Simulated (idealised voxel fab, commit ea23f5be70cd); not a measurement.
This is a process module. Its name is voxel plated lines.
cross-section cut | 215 nm wide | cells 5 nm
Just so we're on the same page, the cross-sections are grids of square cells, and they're listed out in bands top to bottom, each band one or more rows deep. Quick guide to a band line: top height, bottom height (nm) up front; then every material left to right with its width in nm. Only one material and it's marked "full width"? Then it fills the band edge to edge. And "empty" just means empty space. Where do heights start? At 0: under that level the wafer as delivered is made of one material only. And the lowest band has no floor; it just carries on downward, as in "from 0 down". When a width is written as two numbers, as in "30->40", the first number is the width in the top row of cells of the band and the second is the width in its bottom row, and the width changes by the same amount from each row to the next. Where a step carries "identical to before", the cross-section came out of it unchanged, cell for cell. "Cavities, closed" contains a list of empty spaces, each no smaller than 8 cells and without an open way to the top, written in the form width x height at distance with the distance from the left edge and all three in nm. Anything after a step's settings on that line? It's the simulator's own note about the step. Each step line may optionally specify "overlay nm", which for a step with a mask gives the rightward distance between the mask's planned place and where it lay, a negative value indicating the leftward direction.

## Here's what the planned process steps look like
1,RECEIVE | material Si
2,CONFORMAL_DEP | material SiN | thk nm 15
3,DIRECTIONAL_DEP | material TiN | thk nm 5
4,PATTERN | tone open | mask id LINES | material resist | width nm 25 | pitch nm 55 | thk nm 30 | overlay nm 0
5,EPI | material Ru | thk nm 5
6,EPI | material Ru | thk nm 5
7,STRIP | etch materials resist
8,DIRECTIONAL_ETCH | etch materials TiN | depth nm 5
9,CONFORMAL_DEP | material SiO2 | thk nm 5

## Wafer as received: cross-section following step 1
    from 0 down = Si full width
    Cavities, closed: none

## One mistake in running the module, otherwise start and plan as above: cross-section at the end
    from 35 to 30 = 45 nm SiO2  15 nm empty  40 nm SiO2  15 nm empty  40 nm SiO2  15 nm empty  45 nm SiO2
    from 30 to 20 = 40 nm Ru  5 nm SiO2  15 nm empty  5 nm SiO2  30 nm Ru  5 nm SiO2  15 nm empty  5 nm SiO2  30 nm Ru  5 nm SiO2  15 nm empty  5 nm SiO2  40 nm Ru
    from 20 to 15 = 40 nm TiN  25 nm SiO2  30 nm TiN  25 nm SiO2  30 nm TiN  25 nm SiO2  40 nm TiN
    from 15 to 0 = SiN full width
    from 0 down = Si full width
    Cavities, closed: none
Here's what went sideways: step 4 deviated from plan and actually ran as PATTERN | tone cover | mask id LINES | material resist | width nm 25 | pitch nm 55 | thk nm 30 | overlay nm 0
